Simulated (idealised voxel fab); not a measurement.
process module | voxel spacer lines
cross-section cut | 270 nm wide | cells 5 nm
A cross-section is a grid of square cells, given in bands from the top down. A band is one or more rows of cells.
Each band's line starts with the height of the band's top and of its bottom, in nm. Then come its materials from left to right, each with its width in nm. One material with "throughout" fills the band from edge to edge. "air" is empty space.
Height 0 is the level under which the wafer as received is all one material. The lowest band goes on downwards, as in "0 down".
A width such as "30 to 40" changes by the same amount from each row of cells to the next, from the band's top row to its bottom row.
"no change" after a step means that no cell of the cross-section changed.
closed voids: empty space of 8 cells or more with no open way to the top, each as width x height at its distance from the left edge, in nm
after a step's settings: what the simulator itself notes on the step
overlay nm, on a step with a mask: how far to the right of its planned place the mask lay; to the left if negative
plan
1 op RECEIVE | material Si
2 op CONFORMAL_DEP | material SiO2 | thk nm 10
3 op DIRECTIONAL_DEP | material W | thk nm 15
4 op DIRECTIONAL_DEP | material polySi | thk nm 30
5 op PATTERN | tone cover | mask id MANDREL | material resist | width nm 25 | pitch nm 80 | thk nm 40 | overlay nm 0
6 op DIRECTIONAL_ETCH | etch materials polySi | depth nm 30
7 op STRIP | etch materials resist
8 op CONFORMAL_DEP | material SiN | thk nm 15
9 op DIRECTIONAL_ETCH | etch materials SiN | depth nm 15
10 op STRIP | etch materials polySi
11 op DIRECTIONAL_ETCH | etch materials W | depth nm 15
12 op STRIP | etch materials SiN
13 op FILL_DEP | material SiO2 | thk nm 10
14 op CMP | height nm 25
first wafer, as planned
as received, after step 1
  0 down: Si throughout
  closed voids: none
after step 2
  10 to 0: SiO2 throughout
  below 0: unchanged
after step 3
  25 to 10: W throughout
  below 10: unchanged
after step 4
  55 to 25: polySi throughout
  below 25: unchanged
after step 5
  95 to 55: air 80 | resist 25 | air 55 | resist 25 | air 85
  below 55: unchanged
after step 6
  95 to 55: air 80 | resist 25 | air 55 | resist 25 | air 85
  55 to 25: air 80 | polySi 25 | air 55 | polySi 25 | air 85
  below 25: unchanged
after step 7
  55 to 25: air 80 | polySi 25 | air 55 | polySi 25 | air 85
  below 25: unchanged
after step 8
  70 to 55: air 65 | SiN 55 | air 25 | SiN 55 | air 70
  55 to 40: air 65 | SiN 15 | polySi 25 | SiN 15 | air 25 | SiN 15 | polySi 25 | SiN 15 | air 70
  40 to 25: SiN 80 | polySi 25 | SiN 55 | polySi 25 | SiN 85
  below 25: unchanged
after step 9
  55 to 25: air 65 | SiN 15 | polySi 25 | SiN 15 | air 25 | SiN 15 | polySi 25 | SiN 15 | air 70
  below 25: unchanged
after step 10
  55 to 25: air 65 | SiN 15 | air 25 | SiN 15 | air 25 | SiN 15 | air 25 | SiN 15 | air 70
  below 25: unchanged
after step 11
  55 to 25: air 65 | SiN 15 | air 25 | SiN 15 | air 25 | SiN 15 | air 25 | SiN 15 | air 70
  25 to 10: air 65 | W 15 | air 25 | W 15 | air 25 | W 15 | air 25 | W 15 | air 70
  below 10: unchanged
after step 12
  25 to 10: air 65 | W 15 | air 25 | W 15 | air 25 | W 15 | air 25 | W 15 | air 70
  below 10: unchanged
after step 13
  35 to 25: SiO2 throughout
  25 to 10: SiO2 65 | W 15 | SiO2 25 | W 15 | SiO2 25 | W 15 | SiO2 25 | W 15 | SiO2 70
  below 10: unchanged
after step 14
  25 to 10: SiO2 65 | W 15 | SiO2 25 | W 15 | SiO2 25 | W 15 | SiO2 25 | W 15 | SiO2 70
  below 10: unchanged
second wafer: like start, like plan, one mistake. Through step 12 it matches the first wafer
when step 13 should have ended
  45 to 25: SiO2 throughout
  25 to 10: SiO2 65 | W 15 | SiO2 25 | W 15 | SiO2 25 | W 15 | SiO2 25 | W 15 | SiO2 70
  below 10: unchanged
when step 14 should have ended
  25 to 10: SiO2 65 | W 15 | SiO2 25 | W 15 | SiO2 25 | W 15 | SiO2 25 | W 15 | SiO2 70
  below 10: unchanged
what went wrong: step 13 was run twice
at the end the two cross-sections are the same: no effect in what this model computes
